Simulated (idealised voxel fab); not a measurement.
process module | voxel capacitor over wiring
cross-section cut | 165 nm wide | cells 5 nm
A cross-section is a grid of square cells, given in bands from the top down. A band is one or more rows of cells.
Each band's line starts with the height of the band's top and of its bottom, in nm. Then come its materials from left to right, each with its width in nm. One material with "throughout" fills the band from edge to edge. "air" is empty space.
Height 0 is the level under which the wafer as received is all one material. The lowest band goes on downwards, as in "0 down".
A width such as "30 to 40" changes by the same amount from each row of cells to the next, from the band's top row to its bottom row.
"no change" after a step means that no cell of the cross-section changed.
closed voids: empty space of 8 cells or more with no open way to the top, each as width x height at its distance from the left edge, in nm
after a step's settings: what the simulator itself notes on the step
overlay nm, on a step with a mask: how far to the right of its planned place the mask lay; to the left if negative
plan
1 op RECEIVE | material Si
2 op CONFORMAL_DEP | material SiO2 | thk nm 15
3 op CONFORMAL_DEP | material SiN | thk nm 5
4 op DIRECTIONAL_DEP | material SiO2 | thk nm 25
5 op PATTERN | tone open | mask id METAL_1 | material resist | width nm 20 | pitch nm 75 | thk nm 20 | overlay nm 0
6 op DIRECTIONAL_ETCH | etch materials SiO2 | depth nm 25
7 op DIRECTIONAL_ETCH | etch materials SiN | depth nm 5
8 op STRIP | etch materials resist
9 op CONFORMAL_DEP | material TiN | thk nm 5
10 op FILL_DEP | material Ru | thk nm 5
11 op CMP | height nm 45
12 op EPI | material Ru | thk nm 5
13 op FILL_DEP | material SiCN | thk nm 5
14 op DIRECTIONAL_DEP | material SiO2 | thk nm 20
15 op MASKED_ETCH | tone open | mask id PLUG_1 | width nm 15 | etch materials SiO2 | depth nm 20 | overlay nm 0
16 op MASKED_ETCH | tone open | mask id PLUG_1 | width nm 15 | etch materials SiCN | depth nm 5 | overlay nm 0
17 op EPI | material Ru | thk nm 10
18 op EPI | material Ru | thk nm 10
19 op EPI | material Ru | thk nm 5
20 op DIRECTIONAL_DEP | material TiN | thk nm 5
21 op DIRECTIONAL_DEP | material SiN | thk nm 5
22 op DIRECTIONAL_DEP | material TiN | thk nm 5
23 op DIRECTIONAL_DEP | material aC | thk nm 15
24 op PATTERN | tone cover | mask id UPPER_PLATE | material resist | width nm 60 | thk nm 30 | overlay nm 0
25 op DIRECTIONAL_ETCH | etch materials aC | depth nm 15
26 op STRIP | etch materials resist
27 op DIRECTIONAL_ETCH | etch materials TiN | depth nm 5
28 op DIRECTIONAL_ETCH | etch materials SiN | depth nm 5
29 op STRIP | etch materials aC
30 op MASKED_ETCH | tone cover | mask id LOWER_PLATE | width nm 70 | etch materials TiN | depth nm 5 | overlay nm 0
31 op FILL_DEP | material SiO2 | thk nm 20
32 op CMP | height nm 105
33 op DIRECTIONAL_DEP | material aC | thk nm 15
34 op PATTERN | tone open | mask id PLUG_2 | material resist | width nm 15 | thk nm 35 | overlay nm 0
35 op DIRECTIONAL_ETCH | etch materials aC | depth nm 15
36 op STRIP | etch materials resist
37 op DIRECTIONAL_ETCH | etch materials SiO2 | depth nm 15
38 op STRIP | etch materials aC
39 op CONFORMAL_DEP | material TiN | thk nm 5
40 op FILL_DEP | material Ru | thk nm 5
41 op CMP | height nm 105
42 op CONFORMAL_DEP | material SiN | thk nm 5
first wafer, as planned
as received, after step 1
  0 down: Si throughout
  closed voids: none
after step 2
  15 to 0: SiO2 throughout
  below 0: unchanged
after step 3
  20 to 15: SiN throughout
  below 15: unchanged
after step 4
  45 to 20: SiO2 throughout
  below 20: unchanged
after step 5
  65 to 45: resist 35 | air 20 | resist 55 | air 20 | resist 35
  below 45: unchanged
after step 6
  65 to 45: resist 35 | air 20 | resist 55 | air 20 | resist 35
  45 to 20: SiO2 35 | air 20 | SiO2 55 | air 20 | SiO2 35
  below 20: unchanged
after step 7
  65 to 45: resist 35 | air 20 | resist 55 | air 20 | resist 35
  45 to 20: SiO2 35 | air 20 | SiO2 55 | air 20 | SiO2 35
  20 to 15: SiN 35 | air 20 | SiN 55 | air 20 | SiN 35
  below 15: unchanged
after step 8
  45 to 20: SiO2 35 | air 20 | SiO2 55 | air 20 | SiO2 35
  below 20: unchanged
after step 9
  50 to 45: TiN 40 | air 10 | TiN 65 | air 10 | TiN 40
  45 to 20: SiO2 35 | TiN 5 | air 10 | TiN 5 | SiO2 55 | TiN 5 | air 10 | TiN 5 | SiO2 35
  20 to 15: SiN 35 | TiN 20 | SiN 55 | TiN 20 | SiN 35
  below 15: unchanged
after step 10
  55 to 50: Ru throughout
  50 to 45: TiN 40 | Ru 10 | TiN 65 | Ru 10 | TiN 40
  45 to 20: SiO2 35 | TiN 5 | Ru 10 | TiN 5 | SiO2 55 | TiN 5 | Ru 10 | TiN 5 | SiO2 35
  below 20: unchanged
after step 11
  45 to 20: SiO2 35 | TiN 5 | Ru 10 | TiN 5 | SiO2 55 | TiN 5 | Ru 10 | TiN 5 | SiO2 35
  below 20: unchanged
after step 12
  50 to 45: air 30 | Ru 30 | air 45 | Ru 30 | air 30
  below 45: unchanged
after step 13
  55 to 50: SiCN throughout
  50 to 45: SiCN 30 | Ru 30 | SiCN 45 | Ru 30 | SiCN 30
  below 45: unchanged
after step 14
  75 to 55: SiO2 throughout
  below 55: unchanged
after step 15
  75 to 55: SiO2 40 | air 15 | SiO2 110
  below 55: unchanged
after step 16
  75 to 55: SiO2 40 | air 15 | SiO2 110
  55 to 50: SiCN 40 | air 15 | SiCN 110
  below 50: unchanged
after step 17
  75 to 60: SiO2 40 | air 15 | SiO2 110
  60 to 55: SiO2 40 | Ru 15 | SiO2 110
  55 to 50: SiCN 40 | Ru 15 | SiCN 110
  below 50: unchanged
after step 18
  75 to 70: SiO2 40 | air 15 | SiO2 110
  70 to 55: SiO2 40 | Ru 15 | SiO2 110
  below 55: unchanged
after step 19
  75 to 55: SiO2 40 | Ru 15 | SiO2 110
  below 55: unchanged
after step 20
  80 to 75: TiN throughout
  below 75: unchanged
after step 21
  85 to 80: SiN throughout
  below 80: unchanged
after step 22
  90 to 85: TiN throughout
  below 85: unchanged
after step 23
  105 to 90: aC throughout
  below 90: unchanged
after step 24
  135 to 105: air 40 | resist 60 | air 65
  below 105: unchanged
after step 25
  120 to 105: air 40 | resist 60 | air 65
  105 to 90: air 40 | aC 60 | air 65
  below 90: unchanged
after step 26
  105 to 90: air 40 | aC 60 | air 65
  below 90: unchanged
after step 27
  105 to 90: air 40 | aC 60 | air 65
  90 to 85: air 40 | TiN 60 | air 65
  below 85: unchanged
after step 28
  105 to 90: air 40 | aC 60 | air 65
  90 to 85: air 40 | TiN 60 | air 65
  85 to 80: air 40 | SiN 60 | air 65
  below 80: unchanged
after step 29
  90 to 85: air 40 | TiN 60 | air 65
  below 85: unchanged
after step 30
  90 to 85: air 40 | TiN 60 | air 65
  85 to 80: air 40 | SiN 60 | air 65
  80 to 75: air 35 | TiN 70 | air 60
  below 75: unchanged
after step 31
  110 to 90: SiO2 throughout
  90 to 85: SiO2 40 | TiN 60 | SiO2 65
  85 to 80: SiO2 40 | SiN 60 | SiO2 65
  80 to 75: SiO2 35 | TiN 70 | SiO2 60
  below 75: unchanged
after step 32
  105 to 90: SiO2 throughout
  below 90: unchanged
after step 33
  120 to 105: aC throughout
  below 105: unchanged
after step 34
  155 to 120: resist 50 | air 15 | resist 100
  below 120: unchanged
after step 35
  140 to 120: resist 50 | air 15 | resist 100
  120 to 105: aC 50 | air 15 | aC 100
  below 105: unchanged
after step 36
  120 to 105: aC 50 | air 15 | aC 100
  below 105: unchanged
after step 37
  120 to 105: aC 50 | air 15 | aC 100
  105 to 90: SiO2 50 | air 15 | SiO2 100
  below 90: unchanged
after step 38
  105 to 90: SiO2 50 | air 15 | SiO2 100
  below 90: unchanged
after step 39
  110 to 105: TiN 55 | air 5 | TiN 105
  105 to 95: SiO2 50 | TiN 5 | air 5 | TiN 5 | SiO2 100
  95 to 85: SiO2 50 to 40 | TiN 15 to 60 | SiO2 100 to 65
  below 85: unchanged
after step 40
  115 to 110: Ru throughout
  110 to 105: TiN 55 | Ru 5 | TiN 105
  105 to 95: SiO2 50 | TiN 5 | Ru 5 | TiN 5 | SiO2 100
  below 95: unchanged
after step 41
  105 to 95: SiO2 50 | TiN 5 | Ru 5 | TiN 5 | SiO2 100
  below 95: unchanged
after step 42
  110 to 105: SiN throughout
  below 105: unchanged
second wafer: like start, like plan, one mistake. Through step 29 it matches the first wafer
when step 30 should have ended
  85 to 80: air 40 | SiN 60 | air 65
  80 to 75: TiN 35 | air 5 | TiN 60 | air 5 | TiN 60
  below 75: unchanged
when step 31 should have ended
  105 to 85: SiO2 throughout
  85 to 80: SiO2 40 | SiN 60 | SiO2 65
  80 to 75: TiN 35 | SiO2 5 | TiN 60 | SiO2 5 | TiN 60
  below 75: unchanged
when step 32 should have ended: no change
when step 33 should have ended
  120 to 105: aC throughout
  below 105: unchanged
when step 34 should have ended
  155 to 120: resist 50 | air 15 | resist 100
  below 120: unchanged
when step 35 should have ended
  140 to 120: resist 50 | air 15 | resist 100
  120 to 105: aC 50 | air 15 | aC 100
  below 105: unchanged
when step 36 should have ended
  120 to 105: aC 50 | air 15 | aC 100
  below 105: unchanged
when step 37 should have ended
  120 to 105: aC 50 | air 15 | aC 100
  105 to 90: SiO2 50 | air 15 | SiO2 100
  below 90: unchanged
when step 38 should have ended
  105 to 90: SiO2 50 | air 15 | SiO2 100
  below 90: unchanged
when step 39 should have ended
  110 to 105: TiN 55 | air 5 | TiN 105
  105 to 95: SiO2 50 | TiN 5 | air 5 | TiN 5 | SiO2 100
  95 to 90: SiO2 50 | TiN 15 | SiO2 100
  below 90: unchanged
when step 40 should have ended
  115 to 110: Ru throughout
  110 to 105: TiN 55 | Ru 5 | TiN 105
  105 to 95: SiO2 50 | TiN 5 | Ru 5 | TiN 5 | SiO2 100
  below 95: unchanged
when step 41 should have ended
  105 to 95: SiO2 50 | TiN 5 | Ru 5 | TiN 5 | SiO2 100
  below 95: unchanged
when step 42 should have ended
  110 to 105: SiN throughout
  below 105: unchanged
what went wrong: step 30 ran as: op MASKED_ETCH | tone open | mask id LOWER_PLATE | width nm 70 | etch materials TiN | depth nm 5 | overlay nm 0
at the end the second wafer has, in cells: 5 fewer of SiO2 | 5 more of TiN
